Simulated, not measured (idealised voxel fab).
This is a process module. Its name is voxel air gaps.
Shown is cross-section cut, with a width of 250 nm and square cells of size 5 nm.
Cross-section spec: square-cell grid; bands listed top down; each band is one or more rows. Top height, bottom height, nm. Materials left to right, width each, nm. Single material + "throughout" = fills band edge to edge. "empty" = empty. Ref level 0: as-received wafer is one material below here. Bottom band extends down with no lower bound ("0 nm and below"). Quick explanation for "30 to 40": the width changes in equal steps down the rows of cells, from the first number in the band's top row to the second number in its bottom row. Any step labelled "left unchanged" changed none of the cells in the cross-section. Closed empty spaces (no open way to the top) of 8 cells or more are what "Closed void roster" lists, each as width x height at distance from the left edge, nm for all three. If you see something after the settings on a step's line, that's the simulator's own remark about that step. overlay nm, on a step with a mask: how far to the right of its planned place the mask lay; to the left if negative.

# Steps planned for the process
1,RECEIVE,material Si
2,CONFORMAL_DEP,material SiO2,thk nm 15
3,CONFORMAL_DEP,material SiCN,thk nm 5
4,DIRECTIONAL_DEP,material SiO2,thk nm 30
5,MASKED_ETCH,tone open,mask id LINES,width nm 20,pitch nm 50,etch materials SiO2,depth nm 30,overlay nm 0
6,CONFORMAL_DEP,material TiN,thk nm 5
7,FILL_DEP,material W,thk nm 10
8,CMP,height nm 50
9,EPI,material Ru,thk nm 10
10,SELECTIVE_ETCH,etch materials SiO2,depth nm 40
11,CONFORMAL_DEP,material SiCN,thk nm 5
The plan shows the thk nm of step 3 as the first wafer had it; this setting differs between the wafers, which start out alike.

# Received condition of the first of several wafers, sectioned: post-step 1
- 0 nm and below: Si throughout
- Closed void roster: none

# Wafer rows, end of module: cells per material gained (+) or lost (-) since receipt; closed voids last
thk nm 5; +64 Ru; +196 SiCN; +150 SiO2; +56 TiN; +40 W; Closed void roster: 20 x 20 at 65; 20 x 20 at 115; 20 x 20 at 165
thk nm 10; +64 Ru; +238 SiCN; +150 SiO2; +48 TiN; +32 W; Closed void roster: 20 x 15 at 65; 20 x 15 at 115; 20 x 15 at 165
thk nm 15; +64 Ru; +280 SiCN; +150 SiO2; +40 TiN; +24 W; Closed void roster: 20 x 10 at 65; 20 x 10 at 115; 20 x 10 at 165
thk nm 20; +64 Ru; +322 SiCN; +150 SiO2; +32 TiN; +16 W; Closed void roster: none
